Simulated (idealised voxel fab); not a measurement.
Documented hereafter: the process module known as voxel trench capacitor.
For reference, the cross-section in this document is cut, with width 200 nm and square cells of 5 nm.
Cross-section = grid of square cells, listed top down in bands; band = one or more rows.
Within each band entry, the heights of the top and of the bottom of the band appear first, in that order and in nm; the materials of the band then follow from left to right, each with its corresponding width in nm. The designation "edge to edge" on a single material indicates that it fills the band from edge to edge; the designation "air" indicates empty space.
Below 0: as-received wafer, all one material; heights counted from there. Lowest band: no bottom, goes on down, written "0 down".
The width entry "30 to 40" should be interpreted row by row: the top row of cells in the band takes the first number, the bottom row takes the second number, and the change between adjacent rows is uniform throughout.
The designation "no change", where it is given for a processing step, indicates that no cell of the cross-section was altered in the course of that step.
Empty spaces counting at least 8 cells and having no open way to the top are listed in "Closed voids list". The notation width x height at distance is used for each, the distance being from the left edge and all three values in nm.
Post-settings text on a step line: simulator's own remark regarding the step.
If you see "overlay nm" on a step's line and that step has a mask, it's telling you how far right of where it was planned the mask ended up; a negative number means it went left instead.
Heads up before you read on: it's before/after pairs around one process step each, after side only down to the lowest band that changed, step plus settings under the pair. Pairs can be from different runs of this module, same starting wafer, so only chain a pair onto the one above if its "Pre-step" entry says so.

-- Pre-step
- 0 down: Si edge to edge
- Closed voids list: none

-- Post-Step Cross-Section
- 10 to 0: SiN edge to edge
- At heights below 0, the structure remains unaltered.
- Closed voids list: none
Q: step between the cross-sections above? A: CONFORMAL_DEP,material SiN,thk nm 10

Pre-step: it's just the after picture from the pair right above this one.

-- Post-Step Cross-Section
- 20 to 10: aC edge to edge
- At heights below 10, the structure remains unaltered.
- Closed voids list: none
Q: step between the cross-sections above? A: DIRECTIONAL_DEP,material aC,thk nm 10

Pre-step: it's just the after picture from the pair right above this one.

-- Post-Step Cross-Section
- 50 to 20: resist (20) | air (25) | resist (20) | air (25) | resist (20) | air (25) | resist (20) | air (25) | resist (20)
- At heights below 20, the structure remains unaltered.
- Closed voids list: none
Q: step between the cross-sections above? A: PATTERN,tone open,mask id TRENCH,material resist,width nm 25,pitch nm 45,thk nm 30,overlay nm 0

Pre-step: it's just the after picture from the pair right above this one.

-- Post-Step Cross-Section
- 40 to 20: resist (20) | air (25) | resist (20) | air (25) | resist (20) | air (25) | resist (20) | air (25) | resist (20)
- 20 to 10: aC (20) | air (25) | aC (20) | air (25) | aC (20) | air (25) | aC (20) | air (25) | aC (20)
- At heights below 10, the structure remains unaltered.
- Closed voids list: none
Q: step between the cross-sections above? A: DIRECTIONAL_ETCH,etch materials aC,depth nm 10

Pre-step: it's just the after picture from the pair right above this one.

-- Post-Step Cross-Section
- 20 to 10: aC (20) | air (25) | aC (20) | air (25) | aC (20) | air (25) | aC (20) | air (25) | aC (20)
- At heights below 10, the structure remains unaltered.
- Closed voids list: none
Q: step between the cross-sections above? A: STRIP,etch materials resist

Pre-step: it's just the after picture from the pair right above this one.

-- Post-Step Cross-Section
- 20 to 10: aC (20) | air (25) | aC (20) | air (25) | aC (20) | air (25) | aC (20) | air (25) | aC (20)
- 10 to 0: SiN (20) | air (25) | SiN (20) | air (25) | SiN (20) | air (25) | SiN (20) | air (25) | SiN (20)
- At heights below 0, the structure remains unaltered.
- Closed voids list: none
Q: step between the cross-sections above? A: DIRECTIONAL_ETCH,etch materials SiN,depth nm 10

Pre-step: it's just the after picture from the pair right above this one.

-- Post-Step Cross-Section
- 20 to 10: aC (20) | air (25) | aC (20) | air (25) | aC (20) | air (25) | aC (20) | air (25) | aC (20)
- 10 to 0: SiN (20) | air (25) | SiN (20) | air (25) | SiN (20) | air (25) | SiN (20) | air (25) | SiN (20)
- 0 to -35: Si (20) | air (25) | Si (20) | air (25) | Si (20) | air (25) | Si (20) | air (25) | Si (20)
- At heights below -35, the structure remains unaltered.
- Closed voids list: none
Q: step between the cross-sections above? A: DIRECTIONAL_ETCH,etch materials Si,depth nm 35

Pre-step: it's just the after picture from the pair right above this one.

-- Post-Step Cross-Section
- 10 to 0: SiN (20) | air (25) | SiN (20) | air (25) | SiN (20) | air (25) | SiN (20) | air (25) | SiN (20)
- At heights below 0, the structure remains unaltered.
- Closed voids list: none
Q: step between the cross-sections above? A: STRIP,etch materials aC

Pre-step: it's just the after picture from the pair right above this one.

-- Post-Step Cross-Section
- 15 to 10: SiO2 (25) | air (15) | SiO2 (30) | air (15) | SiO2 (30) | air (15) | SiO2 (30) | air (15) | SiO2 (25)
- 10 to 0: SiN (20) | SiO2 (5) | air (15) | SiO2 (5) | SiN (20) | SiO2 (5) | air (15) | SiO2 (5) | SiN (20) | SiO2 (5) | air (15) | SiO2 (5) | SiN (20) | SiO2 (5) | air (15) | SiO2 (5) | SiN (20)
- 0 to -30: Si (20) | SiO2 (5) | air (15) | SiO2 (5) | Si (20) | SiO2 (5) | air (15) | SiO2 (5) | Si (20) | SiO2 (5) | air (15) | SiO2 (5) | Si (20) | SiO2 (5) | air (15) | SiO2 (5) | Si (20)
- -30 to -35: Si (20) | SiO2 (25) | Si (20) | SiO2 (25) | Si (20) | SiO2 (25) | Si (20) | SiO2 (25) | Si (20)
- At heights below -35, the structure remains unaltered.
- Closed voids list: none
Q: step between the cross-sections above? A: CONFORMAL_DEP,material SiO2,thk nm 5

Pre-step: it's just the after picture from the pair right above this one.

-- Post-Step Cross-Section
- 25 to 15: polySi edge to edge
- 15 to 10: SiO2 (25) | polySi (15) | SiO2 (30) | polySi (15) | SiO2 (30) | polySi (15) | SiO2 (30) | polySi (15) | SiO2 (25)
- 10 to 0: SiN (20) | SiO2 (5) | polySi (15) | SiO2 (5) | SiN (20) | SiO2 (5) | polySi (15) | SiO2 (5) | SiN (20) | SiO2 (5) | polySi (15) | SiO2 (5) | SiN (20) | SiO2 (5) | polySi (15) | SiO2 (5) | SiN (20)
- 0 to -30: Si (20) | SiO2 (5) | polySi (15) | SiO2 (5) | Si (20) | SiO2 (5) | polySi (15) | SiO2 (5) | Si (20) | SiO2 (5) | polySi (15) | SiO2 (5) | Si (20) | SiO2 (5) | polySi (15) | SiO2 (5) | Si (20)
- At heights below -30, the structure remains unaltered.
- Closed voids list: none
Q: step between the cross-sections above? A: FILL_DEP,material polySi,thk nm 10

Pre-step: it's just the after picture from the pair right above this one.

-- Post-Step Cross-Section
- 10 to 0: SiN (20) | SiO2 (5) | polySi (15) | SiO2 (5) | SiN (20) | SiO2 (5) | polySi (15) | SiO2 (5) | SiN (20) | SiO2 (5) | polySi (15) | SiO2 (5) | SiN (20) | SiO2 (5) | polySi (15) | SiO2 (5) | SiN (20)
- At heights below 0, the structure remains unaltered.
- Closed voids list: none
Q: step between the cross-sections above? A: CMP,height nm 10

-- Pre-step
- 20 to 10: aC (20) | air (25) | aC (20) | air (25) | aC (20) | air (25) | aC (20) | air (25) | aC (20)
- 10 to 0: SiN (20) | air (25) | SiN (20) | air (25) | SiN (20) | air (25) | SiN (20) | air (25) | SiN (20)
- 0 to -35: Si (20) | air (25) | Si (20) | air (25) | Si (20) | air (25) | Si (20) | air (25) | Si (20)
- -35 down: Si edge to edge
- Closed voids list: none

-- Post-Step Cross-Section
- 20 to 10: aC (20) | air (25) | aC (20) | air (25) | aC (20) | air (25) | aC (20) | air (25) | aC (20)
- 10 to 0: SiN (20) | air (25) | SiN (20) | air (25) | SiN (20) | air (25) | SiN (20) | air (25) | SiN (20)
- 0 to -70: Si (20) | air (25) | Si (20) | air (25) | Si (20) | air (25) | Si (20) | air (25) | Si (20)
- At heights below -70, the structure remains unaltered.
- Closed voids list: none
Q: step between the cross-sections above? A: DIRECTIONAL_ETCH,etch materials Si,depth nm 35

Pre-step: it's just the after picture from the pair right above this one.

-- Post-Step Cross-Section
- 10 to 0: SiN (20) | air (25) | SiN (20) | air (25) | SiN (20) | air (25) | SiN (20) | air (25) | SiN (20)
- At heights below 0, the structure remains unaltered.
- Closed voids list: none
Q: step between the cross-sections above? A: STRIP,etch materials aC

Pre-step: it's just the after picture from the pair right above this one.

-- Post-Step Cross-Section
- 15 to 10: SiO2 (25) | air (15) | SiO2 (30) | air (15) | SiO2 (30) | air (15) | SiO2 (30) | air (15) | SiO2 (25)
- 10 to 0: SiN (20) | SiO2 (5) | air (15) | SiO2 (5) | SiN (20) | SiO2 (5) | air (15) | SiO2 (5) | SiN (20) | SiO2 (5) | air (15) | SiO2 (5) | SiN (20) | SiO2 (5) | air (15) | SiO2 (5) | SiN (20)
- 0 to -65: Si (20) | SiO2 (5) | air (15) | SiO2 (5) | Si (20) | SiO2 (5) | air (15) | SiO2 (5) | Si (20) | SiO2 (5) | air (15) | SiO2 (5) | Si (20) | SiO2 (5) | air (15) | SiO2 (5) | Si (20)
- -65 to -70: Si (20) | SiO2 (25) | Si (20) | SiO2 (25) | Si (20) | SiO2 (25) | Si (20) | SiO2 (25) | Si (20)
- At heights below -70, the structure remains unaltered.
- Closed voids list: none
Q: step between the cross-sections above? A: CONFORMAL_DEP,material SiO2,thk nm 5

Pre-step: it's just the after picture from the pair right above this one.

-- Post-Step Cross-Section
- 25 to 15: polySi edge to edge
- 15 to 10: SiO2 (25) | polySi (15) | SiO2 (30) | polySi (15) | SiO2 (30) | polySi (15) | SiO2 (30) | polySi (15) | SiO2 (25)
- 10 to 0: SiN (20) | SiO2 (5) | polySi (15) | SiO2 (5) | SiN (20) | SiO2 (5) | polySi (15) | SiO2 (5) | SiN (20) | SiO2 (5) | polySi (15) | SiO2 (5) | SiN (20) | SiO2 (5) | polySi (15) | SiO2 (5) | SiN (20)
- 0 to -65: Si (20) | SiO2 (5) | polySi (15) | SiO2 (5) | Si (20) | SiO2 (5) | polySi (15) | SiO2 (5) | Si (20) | SiO2 (5) | polySi (15) | SiO2 (5) | Si (20) | SiO2 (5) | polySi (15) | SiO2 (5) | Si (20)
- At heights below -65, the structure remains unaltered.
- Closed voids list: none
Q: step between the cross-sections above? A: FILL_DEP,material polySi,thk nm 10

Pre-step: it's just the after picture from the pair right above this one.

-- Post-Step Cross-Section
- 10 to 0: SiN (20) | SiO2 (5) | polySi (15) | SiO2 (5) | SiN (20) | SiO2 (5) | polySi (15) | SiO2 (5) | SiN (20) | SiO2 (5) | polySi (15) | SiO2 (5) | SiN (20) | SiO2 (5) | polySi (15) | SiO2 (5) | SiN (20)
- At heights below 0, the structure remains unaltered.
- Closed voids list: none
Q: step between the cross-sections above? A: CMP,height nm 10

-- Pre-step
- 40 to 20: resist (20) | air (25) | resist (20) | air (25) | resist (20) | air (25) | resist (20) | air (25) | resist (20)
- 20 to 10: aC (20) | air (25) | aC (20) | air (25) | aC (20) | air (25) | aC (20) | air (25) | aC (20)
- 10 to 0: SiN edge to edge
- 0 down: Si edge to edge
- Closed voids list: none

-- Post-Step Cross-Section
- 40 to 20: resist (20) | air (25) | resist (20) | air (25) | resist (20) | air (25) | resist (20) | air (25) | resist (20)
- 20 to 10: aC (20) | air (25) | aC (20) | air (25) | aC (20) | air (25) | aC (20) | air (25) | aC (20)
- 10 to 0: SiN (20) | air (25) | SiN (20) | air (25) | SiN (20) | air (25) | SiN (20) | air (25) | SiN (20)
- At heights below 0, the structure remains unaltered.
- Closed voids list: none
Q: step between the cross-sections above? A: DIRECTIONAL_ETCH,etch materials SiN,depth nm 10

Pre-step: it's just the after picture from the pair right above this one.

-- Post-Step Cross-Section
- 20 to 10: aC (20) | air (25) | aC (20) | air (25) | aC (20) | air (25) | aC (20) | air (25) | aC (20)
- At heights below 10, the structure remains unaltered.
- Closed voids list: none
Q: step between the cross-sections above? A: STRIP,etch materials resist

Pre-step: it's just the after picture from the pair right above this one.

-- Post-Step Cross-Section
- 20 to 10: aC (20) | air (25) | aC (20) | air (25) | aC (20) | air (25) | aC (20) | air (25) | aC (20)
- 10 to 0: SiN (20) | air (25) | SiN (20) | air (25) | SiN (20) | air (25) | SiN (20) | air (25) | SiN (20)
- 0 to -45: Si (20) | air (25) | Si (20) | air (25) | Si (20) | air (25) | Si (20) | air (25) | Si (20)
- At heights below -45, the structure remains unaltered.
- Closed voids list: none
Q: step between the cross-sections above? A: DIRECTIONAL_ETCH,etch materials Si,depth nm 45

Pre-step: it's just the after picture from the pair right above this one.

-- Post-Step Cross-Section
- 10 to 0: SiN (20) | air (25) | SiN (20) | air (25) | SiN (20) | air (25) | SiN (20) | air (25) | SiN (20)
- At heights below 0, the structure remains unaltered.
- Closed voids list: none
Q: step between the cross-sections above? A: STRIP,etch materials aC

Pre-step: it's just the after picture from the pair right above this one.

-- Post-Step Cross-Section
- 15 to 10: SiO2 (25) | air (15) | SiO2 (30) | air (15) | SiO2 (30) | air (15) | SiO2 (30) | air (15) | SiO2 (25)
- 10 to 0: SiN (20) | SiO2 (5) | air (15) | SiO2 (5) | SiN (20) | SiO2 (5) | air (15) | SiO2 (5) | SiN (20) | SiO2 (5) | air (15) | SiO2 (5) | SiN (20) | SiO2 (5) | air (15) | SiO2 (5) | SiN (20)
- 0 to -40: Si (20) | SiO2 (5) | air (15) | SiO2 (5) | Si (20) | SiO2 (5) | air (15) | SiO2 (5) | Si (20) | SiO2 (5) | air (15) | SiO2 (5) | Si (20) | SiO2 (5) | air (15) | SiO2 (5) | Si (20)
- -40 to -45: Si (20) | SiO2 (25) | Si (20) | SiO2 (25) | Si (20) | SiO2 (25) | Si (20) | SiO2 (25) | Si (20)
- At heights below -45, the structure remains unaltered.
- Closed voids list: none
Q: step between the cross-sections above? A: CONFORMAL_DEP,material SiO2,thk nm 5

Pre-step: it's just the after picture from the pair right above this one.

-- Post-Step Cross-Section
- 25 to 15: polySi edge to edge
- 15 to 10: SiO2 (25) | polySi (15) | SiO2 (30) | polySi (15) | SiO2 (30) | polySi (15) | SiO2 (30) | polySi (15) | SiO2 (25)
- 10 to 0: SiN (20) | SiO2 (5) | polySi (15) | SiO2 (5) | SiN (20) | SiO2 (5) | polySi (15) | SiO2 (5) | SiN (20) | SiO2 (5) | polySi (15) | SiO2 (5) | SiN (20) | SiO2 (5) | polySi (15) | SiO2 (5) | SiN (20)
- 0 to -40: Si (20) | SiO2 (5) | polySi (15) | SiO2 (5) | Si (20) | SiO2 (5) | polySi (15) | SiO2 (5) | Si (20) | SiO2 (5) | polySi (15) | SiO2 (5) | Si (20) | SiO2 (5) | polySi (15) | SiO2 (5) | Si (20)
- At heights below -40, the structure remains unaltered.
- Closed voids list: none
Q: step between the cross-sections above? A: FILL_DEP,material polySi,thk nm 10

Pre-step: it's just the after picture from the pair right above this one.

-- Post-Step Cross-Section
- 10 to 0: SiN (20) | SiO2 (5) | polySi (15) | SiO2 (5) | SiN (20) | SiO2 (5) | polySi (15) | SiO2 (5) | SiN (20) | SiO2 (5) | polySi (15) | SiO2 (5) | SiN (20) | SiO2 (5) | polySi (15) | SiO2 (5) | SiN (20)
- At heights below 0, the structure remains unaltered.
- Closed voids list: none
Q: step between the cross-sections above? A: CMP,height nm 10

-- Pre-step
- 20 to 10: aC edge to edge
- 10 to 0: SiN edge to edge
- 0 down: Si edge to edge
- Closed voids list: none

-- Post-Step Cross-Section
- 50 to 20: resist (20) | air (30) | resist (15) | air (30) | resist (15) | air (30) | resist (15) | air (30) | resist (15)
- At heights below 20, the structure remains unaltered.
- Closed voids list: none
Q: step between the cross-sections above? A: PATTERN,tone open,mask id TRENCH,material resist,width nm 30,pitch nm 45,thk nm 30,overlay nm 0

Pre-step: it's just the after picture from the pair right above this one.

-- Post-Step Cross-Section
- 40 to 20: resist (20) | air (30) | resist (15) | air (30) | resist (15) | air (30) | resist (15) | air (30) | resist (15)
- 20 to 10: aC (20) | air (30) | aC (15) | air (30) | aC (15) | air (30) | aC (15) | air (30) | aC (15)
- At heights below 10, the structure remains unaltered.
- Closed voids list: none
Q: step between the cross-sections above? A: DIRECTIONAL_ETCH,etch materials aC,depth nm 10

Pre-step: it's just the after picture from the pair right above this one.

-- Post-Step Cross-Section
- 20 to 10: aC (20) | air (30) | aC (15) | air (30) | aC (15) | air (30) | aC (15) | air (30) | aC (15)
- At heights below 10, the structure remains unaltered.
- Closed voids list: none
Q: step between the cross-sections above? A: STRIP,etch materials resist

Pre-step: it's just the after picture from the pair right above this one.

-- Post-Step Cross-Section
- 20 to 10: aC (20) | air (30) | aC (15) | air (30) | aC (15) | air (30) | aC (15) | air (30) | aC (15)
- 10 to 0: SiN (20) | air (30) | SiN (15) | air (30) | SiN (15) | air (30) | SiN (15) | air (30) | SiN (15)
- At heights below 0, the structure remains unaltered.
- Closed voids list: none
Q: step between the cross-sections above? A: DIRECTIONAL_ETCH,etch materials SiN,depth nm 10

Pre-step: it's just the after picture from the pair right above this one.

-- Post-Step Cross-Section
- 20 to 10: aC (20) | air (30) | aC (15) | air (30) | aC (15) | air (30) | aC (15) | air (30) | aC (15)
- 10 to 0: SiN (20) | air (30) | SiN (15) | air (30) | SiN (15) | air (30) | SiN (15) | air (30) | SiN (15)
- 0 to -35: Si (20) | air (30) | Si (15) | air (30) | Si (15) | air (30) | Si (15) | air (30) | Si (15)
- At heights below -35, the structure remains unaltered.
- Closed voids list: none
Q: step between the cross-sections above? A: DIRECTIONAL_ETCH,etch materials Si,depth nm 35

Pre-step: it's just the after picture from the pair right above this one.

-- Post-Step Cross-Section
- 10 to 0: SiN (20) | air (30) | SiN (15) | air (30) | SiN (15) | air (30) | SiN (15) | air (30) | SiN (15)
- At heights below 0, the structure remains unaltered.
- Closed voids list: none
Q: step between the cross-sections above? A: STRIP,etch materials aC

Pre-step: it's just the after picture from the pair right above this one.

-- Post-Step Cross-Section
- 15 to 10: SiO2 (25) | air (20) | SiO2 (25) | air (20) | SiO2 (25) | air (20) | SiO2 (25) | air (20) | SiO2 (20)
- 10 to 0: SiN (20) | SiO2 (5) | air (20) | SiO2 (5) | SiN (15) | SiO2 (5) | air (20) | SiO2 (5) | SiN (15) | SiO2 (5) | air (20) | SiO2 (5) | SiN (15) | SiO2 (5) | air (20) | SiO2 (5) | SiN (15)
- 0 to -30: Si (20) | SiO2 (5) | air (20) | SiO2 (5) | Si (15) | SiO2 (5) | air (20) | SiO2 (5) | Si (15) | SiO2 (5) | air (20) | SiO2 (5) | Si (15) | SiO2 (5) | air (20) | SiO2 (5) | Si (15)
- -30 to -35: Si (20) | SiO2 (30) | Si (15) | SiO2 (30) | Si (15) | SiO2 (30) | Si (15) | SiO2 (30) | Si (15)
- At heights below -35, the structure remains unaltered.
- Closed voids list: none
Q: step between the cross-sections above? A: CONFORMAL_DEP,material SiO2,thk nm 5

Pre-step: it's just the after picture from the pair right above this one.

-- Post-Step Cross-Section
- 25 to 15: polySi edge to edge
- 15 to 10: SiO2 (25) | polySi (20) | SiO2 (25) | polySi (20) | SiO2 (25) | polySi (20) | SiO2 (25) | polySi (20) | SiO2 (20)
- 10 to 0: SiN (20) | SiO2 (5) | polySi (20) | SiO2 (5) | SiN (15) | SiO2 (5) | polySi (20) | SiO2 (5) | SiN (15) | SiO2 (5) | polySi (20) | SiO2 (5) | SiN (15) | SiO2 (5) | polySi (20) | SiO2 (5) | SiN (15)
- 0 to -30: Si (20) | SiO2 (5) | polySi (20) | SiO2 (5) | Si (15) | SiO2 (5) | polySi (20) | SiO2 (5) | Si (15) | SiO2 (5) | polySi (20) | SiO2 (5) | Si (15) | SiO2 (5) | polySi (20) | SiO2 (5) | Si (15)
- At heights below -30, the structure remains unaltered.
- Closed voids list: none
Q: step between the cross-sections above? A: FILL_DEP,material polySi,thk nm 10

Pre-step: it's just the after picture from the pair right above this one.

-- Post-Step Cross-Section
- 10 to 0: SiN (20) | SiO2 (5) | polySi (20) | SiO2 (5) | SiN (15) | SiO2 (5) | polySi (20) | SiO2 (5) | SiN (15) | SiO2 (5) | polySi (20) | SiO2 (5) | SiN (15) | SiO2 (5) | polySi (20) | SiO2 (5) | SiN (15)
- At heights below 0, the structure remains unaltered.
- Closed voids list: none
Q: step between the cross-sections above? A: CMP,height nm 10

-- Pre-step
- 20 to 10: aC edge to edge
- 10 to 0: SiN edge to edge
- 0 down: Si edge to edge
- Closed voids list: none

-- Post-Step Cross-Section
- 50 to 20: resist (15) | air (25) | resist (20) | air (25) | resist (20) | air (25) | resist (20) | air (25) | resist (25)
- At heights below 20, the structure remains unaltered.
- Closed voids list: none
Q: step between the cross-sections above? A: PATTERN,tone open,mask id TRENCH,material resist,width nm 25,pitch nm 45,thk nm 30,overlay nm -5

Pre-step: it's just the after picture from the pair right above this one.

-- Post-Step Cross-Section
- 40 to 20: resist (15) | air (25) | resist (20) | air (25) | resist (20) | air (25) | resist (20) | air (25) | resist (25)
- 20 to 10: aC (15) | air (25) | aC (20) | air (25) | aC (20) | air (25) | aC (20) | air (25) | aC (25)
- At heights below 10, the structure remains unaltered.
- Closed voids list: none
Q: step between the cross-sections above? A: DIRECTIONAL_ETCH,etch materials aC,depth nm 10

Pre-step: it's just the after picture from the pair right above this one.

-- Post-Step Cross-Section
- 20 to 10: aC (15) | air (25) | aC (20) | air (25) | aC (20) | air (25) | aC (20) | air (25) | aC (25)
- At heights below 10, the structure remains unaltered.
- Closed voids list: none
Q: step between the cross-sections above? A: STRIP,etch materials resist

Pre-step: it's just the after picture from the pair right above this one.

-- Post-Step Cross-Section
- 20 to 10: aC (15) | air (25) | aC (20) | air (25) | aC (20) | air (25) | aC (20) | air (25) | aC (25)
- 10 to 0: SiN (15) | air (25) | SiN (20) | air (25) | SiN (20) | air (25) | SiN (20) | air (25) | SiN (25)
- At heights below 0, the structure remains unaltered.
- Closed voids list: none
Q: step between the cross-sections above? A: DIRECTIONAL_ETCH,etch materials SiN,depth nm 10

Pre-step: it's just the after picture from the pair right above this one.

-- Post-Step Cross-Section
- 20 to 10: aC (15) | air (25) | aC (20) | air (25) | aC (20) | air (25) | aC (20) | air (25) | aC (25)
- 10 to 0: SiN (15) | air (25) | SiN (20) | air (25) | SiN (20) | air (25) | SiN (20) | air (25) | SiN (25)
- 0 to -35: Si (15) | air (25) | Si (20) | air (25) | Si (20) | air (25) | Si (20) | air (25) | Si (25)
- At heights below -35, the structure remains unaltered.
- Closed voids list: none
Q: step between the cross-sections above? A: DIRECTIONAL_ETCH,etch materials Si,depth nm 35

Pre-step: it's just the after picture from the pair right above this one.

-- Post-Step Cross-Section
- 10 to 0: SiN (15) | air (25) | SiN (20) | air (25) | SiN (20) | air (25) | SiN (20) | air (25) | SiN (25)
- At heights below 0, the structure remains unaltered.
- Closed voids list: none
Q: step between the cross-sections above? A: STRIP,etch materials aC

Pre-step: it's just the after picture from the pair right above this one.

-- Post-Step Cross-Section
- 15 to 10: SiO2 (20) | air (15) | SiO2 (30) | air (15) | SiO2 (30) | air (15) | SiO2 (30) | air (15) | SiO2 (30)
- 10 to 0: SiN (15) | SiO2 (5) | air (15) | SiO2 (5) | SiN (20) | SiO2 (5) | air (15) | SiO2 (5) | SiN (20) | SiO2 (5) | air (15) | SiO2 (5) | SiN (20) | SiO2 (5) | air (15) | SiO2 (5) | SiN (25)
- 0 to -30: Si (15) | SiO2 (5) | air (15) | SiO2 (5) | Si (20) | SiO2 (5) | air (15) | SiO2 (5) | Si (20) | SiO2 (5) | air (15) | SiO2 (5) | Si (20) | SiO2 (5) | air (15) | SiO2 (5) | Si (25)
- -30 to -35: Si (15) | SiO2 (25) | Si (20) | SiO2 (25) | Si (20) | SiO2 (25) | Si (20) | SiO2 (25) | Si (25)
- At heights below -35, the structure remains unaltered.
- Closed voids list: none
Q: step between the cross-sections above? A: CONFORMAL_DEP,material SiO2,thk nm 5

Pre-step: it's just the after picture from the pair right above this one.

-- Post-Step Cross-Section
- 25 to 15: polySi edge to edge
- 15 to 10: SiO2 (20) | polySi (15) | SiO2 (30) | polySi (15) | SiO2 (30) | polySi (15) | SiO2 (30) | polySi (15) | SiO2 (30)
- 10 to 0: SiN (15) | SiO2 (5) | polySi (15) | SiO2 (5) | SiN (20) | SiO2 (5) | polySi (15) | SiO2 (5) | SiN (20) | SiO2 (5) | polySi (15) | SiO2 (5) | SiN (20) | SiO2 (5) | polySi (15) | SiO2 (5) | SiN (25)
- 0 to -30: Si (15) | SiO2 (5) | polySi (15) | SiO2 (5) | Si (20) | SiO2 (5) | polySi (15) | SiO2 (5) | Si (20) | SiO2 (5) | polySi (15) | SiO2 (5) | Si (20) | SiO2 (5) | polySi (15) | SiO2 (5) | Si (25)
- At heights below -30, the structure remains unaltered.
- Closed voids list: none
Q: step between the cross-sections above? A: FILL_DEP,material polySi,thk nm 10

Pre-step: it's just the after picture from the pair right above this one.

-- Post-Step Cross-Section
- 10 to 0: SiN (15) | SiO2 (5) | polySi (15) | SiO2 (5) | SiN (20) | SiO2 (5) | polySi (15) | SiO2 (5) | SiN (20) | SiO2 (5) | polySi (15) | SiO2 (5) | SiN (20) | SiO2 (5) | polySi (15) | SiO2 (5) | SiN (25)
- At heights below 0, the structure remains unaltered.
- Closed voids list: none
Q: step between the cross-sections above? A: CMP,height nm 10

-- Pre-step
- 15 to 10: SiO2 (25) | air (15) | SiO2 (30) | air (15) | SiO2 (30) | air (15) | SiO2 (30) | air (15) | SiO2 (25)
- 10 to 0: SiN (20) | SiO2 (5) | air (15) | SiO2 (5) | SiN (20) | SiO2 (5) | air (15) | SiO2 (5) | SiN (20) | SiO2 (5) | air (15) | SiO2 (5) | SiN (20) | SiO2 (5) | air (15) | SiO2 (5) | SiN (20)
- 0 to -30: Si (20) | SiO2 (5) | air (15) | SiO2 (5) | Si (20) | SiO2 (5) | air (15) | SiO2 (5) | Si (20) | SiO2 (5) | air (15) | SiO2 (5) | Si (20) | SiO2 (5) | air (15) | SiO2 (5) | Si (20)
- -30 to -35: Si (20) | SiO2 (25) | Si (20) | SiO2 (25) | Si (20) | SiO2 (25) | Si (20) | SiO2 (25) | Si (20)
- -35 down: Si edge to edge
- Closed voids list: none

-- Post-Step Cross-Section
- 25 to 15: aC edge to edge
- 15 to 10: SiO2 (25) | aC (15) | SiO2 (30) | aC (15) | SiO2 (30) | aC (15) | SiO2 (30) | aC (15) | SiO2 (25)
- 10 to 0: SiN (20) | SiO2 (5) | aC (15) | SiO2 (5) | SiN (20) | SiO2 (5) | aC (15) | SiO2 (5) | SiN (20) | SiO2 (5) | aC (15) | SiO2 (5) | SiN (20) | SiO2 (5) | aC (15) | SiO2 (5) | SiN (20)
- 0 to -30: Si (20) | SiO2 (5) | aC (15) | SiO2 (5) | Si (20) | SiO2 (5) | aC (15) | SiO2 (5) | Si (20) | SiO2 (5) | aC (15) | SiO2 (5) | Si (20) | SiO2 (5) | aC (15) | SiO2 (5) | Si (20)
- At heights below -30, the structure remains unaltered.
- Closed voids list: none
Q: step between the cross-sections above? A: FILL_DEP,material aC,thk nm 10

Pre-step: it's just the after picture from the pair right above this one.

-- Post-Step Cross-Section
- 10 to 0: SiN (20) | SiO2 (5) | aC (15) | SiO2 (5) | SiN (20) | SiO2 (5) | aC (15) | SiO2 (5) | SiN (20) | SiO2 (5) | aC (15) | SiO2 (5) | SiN (20) | SiO2 (5) | aC (15) | SiO2 (5) | SiN (20)
- At heights below 0, the structure remains unaltered.
- Closed voids list: none
Q: step between the cross-sections above? A: CMP,height nm 10

-- Pre-step
- 20 to 10: aC edge to edge
- 10 to 0: SiN edge to edge
- 0 down: Si edge to edge
- Closed voids list: none

-- Post-Step Cross-Section
- 50 to 20: air (20) | resist (25) | air (20) | resist (25) | air (20) | resist (25) | air (20) | resist (25) | air (20)
- At heights below 20, the structure remains unaltered.
- Closed voids list: none
Q: step between the cross-sections above? A: PATTERN,tone cover,mask id TRENCH,material resist,width nm 25,pitch nm 45,thk nm 30,overlay nm 0

Pre-step: it's just the after picture from the pair right above this one.

-- Post-Step Cross-Section
- 40 to 20: air (20) | resist (25) | air (20) | resist (25) | air (20) | resist (25) | air (20) | resist (25) | air (20)
- 20 to 10: air (20) | aC (25) | air (20) | aC (25) | air (20) | aC (25) | air (20) | aC (25) | air (20)
- At heights below 10, the structure remains unaltered.
- Closed voids list: none
Q: step between the cross-sections above? A: DIRECTIONAL_ETCH,etch materials aC,depth nm 10

Pre-step: it's just the after picture from the pair right above this one.

-- Post-Step Cross-Section
- 20 to 10: air (20) | aC (25) | air (20) | aC (25) | air (20) | aC (25) | air (20) | aC (25) | air (20)
- At heights below 10, the structure remains unaltered.
- Closed voids list: none
Q: step between the cross-sections above? A: STRIP,etch materials resist

Pre-step: it's just the after picture from the pair right above this one.

-- Post-Step Cross-Section
- 20 to 10: air (20) | aC (25) | air (20) | aC (25) | air (20) | aC (25) | air (20) | aC (25) | air (20)
- 10 to 0: air (20) | SiN (25) | air (20) | SiN (25) | air (20) | SiN (25) | air (20) | SiN (25) | air (20)
- At heights below 0, the structure remains unaltered.
- Closed voids list: none
Q: step between the cross-sections above? A: DIRECTIONAL_ETCH,etch materials SiN,depth nm 10

Pre-step: it's just the after picture from the pair right above this one.

-- Post-Step Cross-Section
- 20 to 10: air (20) | aC (25) | air (20) | aC (25) | air (20) | aC (25) | air (20) | aC (25) | air (20)
- 10 to 0: air (20) | SiN (25) | air (20) | SiN (25) | air (20) | SiN (25) | air (20) | SiN (25) | air (20)
- 0 to -35: air (20) | Si (25) | air (20) | Si (25) | air (20) | Si (25) | air (20) | Si (25) | air (20)
- At heights below -35, the structure remains unaltered.
- Closed voids list: none
Q: step between the cross-sections above? A: DIRECTIONAL_ETCH,etch materials Si,depth nm 35

Pre-step: it's just the after picture from the pair right above this one.

-- Post-Step Cross-Section
- 10 to 0: air (20) | SiN (25) | air (20) | SiN (25) | air (20) | SiN (25) | air (20) | SiN (25) | air (20)
- At heights below 0, the structure remains unaltered.
- Closed voids list: none
Q: step between the cross-sections above? A: STRIP,etch materials aC
